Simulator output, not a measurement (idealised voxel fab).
process module | voxel wiring stack
cross-section cut | 265 nm wide | cells 5 nm
A cross-section is a grid of square cells, given in bands from the top down. A band is one or more rows of cells.
Each band's line starts with the height of the band's top and of its bottom, in nm. Then come its materials from left to right, each with its width in nm. One material with "throughout" fills the band from edge to edge. "air" is empty space.
Height 0 is the level under which the wafer as received is all one material. The lowest band goes on downwards, as in "0 down".
A width such as "30 to 40" changes by the same amount from each row of cells to the next, from the band's top row to its bottom row.
"no change" after a step means that no cell of the cross-section changed.
closed voids: empty space of 8 cells or more with no open way to the top, each as width x height at its distance from the left edge, in nm
after a step's settings: what the simulator itself notes on the step
overlay nm, on a step with a mask: how far to the right of its planned place the mask lay; to the left if negative
plan
1 op RECEIVE | material Si
2 op CONFORMAL_DEP | material SiO2 | thk nm 10
3 op CONFORMAL_DEP | material SiN | thk nm 5
4 op DIRECTIONAL_DEP | material lowk | thk nm 15
5 op PATTERN | tone open | mask id METAL_1 | material resist | width nm 30 | pitch nm 60 | thk nm 20 | overlay nm 0
6 op DIRECTIONAL_ETCH | etch materials lowk | depth nm 15
7 op DIRECTIONAL_ETCH | etch materials SiN | depth nm 5
8 op STRIP | etch materials resist
9 op CONFORMAL_DEP | material TiN | thk nm 5
10 op FILL_DEP | material Cu | thk nm 10
11 op CMP | height nm 30
12 op CONFORMAL_DEP | material SiCN | thk nm 5
13 op DIRECTIONAL_DEP | material lowk | thk nm 25
14 op DIRECTIONAL_DEP | material aC | thk nm 10
15 op PATTERN | tone open | mask id METAL_2 | material resist | width nm 30 | pitch nm 60 | thk nm 30 | overlay nm 0
16 op DIRECTIONAL_ETCH | etch materials aC | depth nm 10
17 op STRIP | etch materials resist
18 op DIRECTIONAL_ETCH | etch materials lowk | depth nm 15
19 op STRIP | etch materials aC
20 op DIRECTIONAL_DEP | material aC | thk nm 10
21 op PATTERN | tone open | mask id METAL_2_HOLES | material resist | width nm 15 | thk nm 30 | overlay nm 0
22 op DIRECTIONAL_ETCH | etch materials aC | depth nm 10
23 op STRIP | etch materials resist
24 op DIRECTIONAL_ETCH | etch materials lowk | depth nm 10
25 op DIRECTIONAL_ETCH | etch materials SiCN | depth nm 5
26 op STRIP | etch materials aC
27 op CONFORMAL_DEP | material TiN | thk nm 5
28 op FILL_DEP | material Cu | thk nm 5
29 op CMP | height nm 60
30 op CONFORMAL_DEP | material SiN | thk nm 5
first wafer, as planned
as received, after step 1
  0 down: Si throughout
  closed voids: none
after step 2
  10 to 0: SiO2 throughout
  below 0: unchanged
after step 3
  15 to 10: SiN throughout
  below 10: unchanged
after step 4
  30 to 15: lowk throughout
  below 15: unchanged
after step 5
  50 to 30: resist 85 | air 30 | resist 30 | air 30 | resist 90
  below 30: unchanged
after step 6
  50 to 30: resist 85 | air 30 | resist 30 | air 30 | resist 90
  30 to 15: lowk 85 | air 30 | lowk 30 | air 30 | lowk 90
  below 15: unchanged
after step 7
  50 to 30: resist 85 | air 30 | resist 30 | air 30 | resist 90
  30 to 15: lowk 85 | air 30 | lowk 30 | air 30 | lowk 90
  15 to 10: SiN 85 | air 30 | SiN 30 | air 30 | SiN 90
  below 10: unchanged
after step 8
  30 to 15: lowk 85 | air 30 | lowk 30 | air 30 | lowk 90
  below 15: unchanged
after step 9
  35 to 30: TiN 90 | air 20 | TiN 40 | air 20 | TiN 95
  30 to 15: lowk 85 | TiN 5 | air 20 | TiN 5 | lowk 30 | TiN 5 | air 20 | TiN 5 | lowk 90
  15 to 10: SiN 85 | TiN 30 | SiN 30 | TiN 30 | SiN 90
  below 10: unchanged
after step 10
  45 to 35: Cu throughout
  35 to 30: TiN 90 | Cu 20 | TiN 40 | Cu 20 | TiN 95
  30 to 15: lowk 85 | TiN 5 | Cu 20 | TiN 5 | lowk 30 | TiN 5 | Cu 20 | TiN 5 | lowk 90
  below 15: unchanged
after step 11
  30 to 15: lowk 85 | TiN 5 | Cu 20 | TiN 5 | lowk 30 | TiN 5 | Cu 20 | TiN 5 | lowk 90
  below 15: unchanged
after step 12
  35 to 30: SiCN throughout
  below 30: unchanged
after step 13
  60 to 35: lowk throughout
  below 35: unchanged
after step 14
  70 to 60: aC throughout
  below 60: unchanged
after step 15
  100 to 70: resist 85 | air 30 | resist 30 | air 30 | resist 90
  below 70: unchanged
after step 16
  90 to 70: resist 85 | air 30 | resist 30 | air 30 | resist 90
  70 to 60: aC 85 | air 30 | aC 30 | air 30 | aC 90
  below 60: unchanged
after step 17
  70 to 60: aC 85 | air 30 | aC 30 | air 30 | aC 90
  below 60: unchanged
after step 18
  70 to 60: aC 85 | air 30 | aC 30 | air 30 | aC 90
  60 to 45: lowk 85 | air 30 | lowk 30 | air 30 | lowk 90
  below 45: unchanged
after step 19
  60 to 45: lowk 85 | air 30 | lowk 30 | air 30 | lowk 90
  below 45: unchanged
after step 20
  70 to 60: aC 85 | air 30 | aC 30 | air 30 | aC 90
  60 to 55: lowk 85 | air 30 | lowk 30 | air 30 | lowk 90
  55 to 45: lowk 85 | aC 30 | lowk 30 | aC 30 | lowk 90
  below 45: unchanged
after step 21
  100 to 70: resist 85 | air 15 | resist 165
  70 to 60: aC 85 | air 15 | resist 15 | aC 30 | resist 30 | aC 90
  60 to 55: lowk 85 | air 15 | resist 15 | lowk 30 | resist 30 | lowk 90
  below 55: unchanged
after step 22
  90 to 70: resist 85 | air 15 | resist 165
  70 to 60: aC 85 | air 15 | resist 15 | aC 30 | resist 30 | aC 90
  60 to 55: lowk 85 | air 15 | resist 15 | lowk 30 | resist 30 | lowk 90
  55 to 45: lowk 85 | air 15 | aC 15 | lowk 30 | aC 30 | lowk 90
  below 45: unchanged
after step 23
  70 to 60: aC 85 | air 30 | aC 30 | air 30 | aC 90
  60 to 55: lowk 85 | air 30 | lowk 30 | air 30 | lowk 90
  below 55: unchanged
after step 24
  70 to 60: aC 85 | air 30 | aC 30 | air 30 | aC 90
  60 to 55: lowk 85 | air 30 | lowk 30 | air 30 | lowk 90
  55 to 45: lowk 85 | air 15 | aC 15 | lowk 30 | aC 30 | lowk 90
  45 to 35: lowk 85 | air 15 | lowk 165
  below 35: unchanged
after step 25
  70 to 60: aC 85 | air 30 | aC 30 | air 30 | aC 90
  60 to 55: lowk 85 | air 30 | lowk 30 | air 30 | lowk 90
  55 to 45: lowk 85 | air 15 | aC 15 | lowk 30 | aC 30 | lowk 90
  45 to 35: lowk 85 | air 15 | lowk 165
  35 to 30: SiCN 85 | air 15 | SiCN 165
  below 30: unchanged
after step 26
  60 to 45: lowk 85 | air 30 | lowk 30 | air 30 | lowk 90
  below 45: unchanged
after step 27
  65 to 60: TiN 90 | air 20 | TiN 40 | air 20 | TiN 95
  60 to 50: lowk 85 | TiN 5 | air 20 | TiN 5 | lowk 30 | TiN 5 | air 20 | TiN 5 | lowk 90
  50 to 45: lowk 85 | TiN 5 | air 5 | TiN 20 | lowk 30 | TiN 30 | lowk 90
  45 to 35: lowk 85 | TiN 5 | air 5 | TiN 5 | lowk 165
  35 to 30: SiCN 85 | TiN 15 | SiCN 165
  below 30: unchanged
after step 28
  70 to 65: Cu throughout
  65 to 60: TiN 90 | Cu 20 | TiN 40 | Cu 20 | TiN 95
  60 to 50: lowk 85 | TiN 5 | Cu 20 | TiN 5 | lowk 30 | TiN 5 | Cu 20 | TiN 5 | lowk 90
  50 to 45: lowk 85 | TiN 5 | Cu 5 | TiN 20 | lowk 30 | TiN 30 | lowk 90
  45 to 35: lowk 85 | TiN 5 | Cu 5 | TiN 5 | lowk 165
  below 35: unchanged
after step 29
  60 to 50: lowk 85 | TiN 5 | Cu 20 | TiN 5 | lowk 30 | TiN 5 | Cu 20 | TiN 5 | lowk 90
  below 50: unchanged
after step 30
  65 to 60: SiN throughout
  below 60: unchanged
second wafer: like start, like plan, one mistake. Through step 26 it matches the first wafer
when step 27 should have ended
  65 to 60: SiCN 90 | air 20 | SiCN 40 | air 20 | SiCN 95
  60 to 50: lowk 85 | SiCN 5 | air 20 | SiCN 5 | lowk 30 | SiCN 5 | air 20 | SiCN 5 | lowk 90
  50 to 45: lowk 85 | SiCN 5 | air 5 | SiCN 20 | lowk 30 | SiCN 30 | lowk 90
  45 to 35: lowk 85 | SiCN 5 | air 5 | SiCN 5 | lowk 165
  35 to 30: SiCN throughout
  below 30: unchanged
when step 28 should have ended
  70 to 65: Cu throughout
  65 to 60: SiCN 90 | Cu 20 | SiCN 40 | Cu 20 | SiCN 95
  60 to 50: lowk 85 | SiCN 5 | Cu 20 | SiCN 5 | lowk 30 | SiCN 5 | Cu 20 | SiCN 5 | lowk 90
  50 to 45: lowk 85 | SiCN 5 | Cu 5 | SiCN 20 | lowk 30 | SiCN 30 | lowk 90
  45 to 35: lowk 85 | SiCN 5 | Cu 5 | SiCN 5 | lowk 165
  below 35: unchanged
when step 29 should have ended
  60 to 50: lowk 85 | SiCN 5 | Cu 20 | SiCN 5 | lowk 30 | SiCN 5 | Cu 20 | SiCN 5 | lowk 90
  below 50: unchanged
when step 30 should have ended
  65 to 60: SiN throughout
  below 60: unchanged
what went wrong: step 27 ran as: op CONFORMAL_DEP | material SiCN | thk nm 5
at the end the second wafer has, in cells: 26 more of SiCN | 26 fewer of TiN
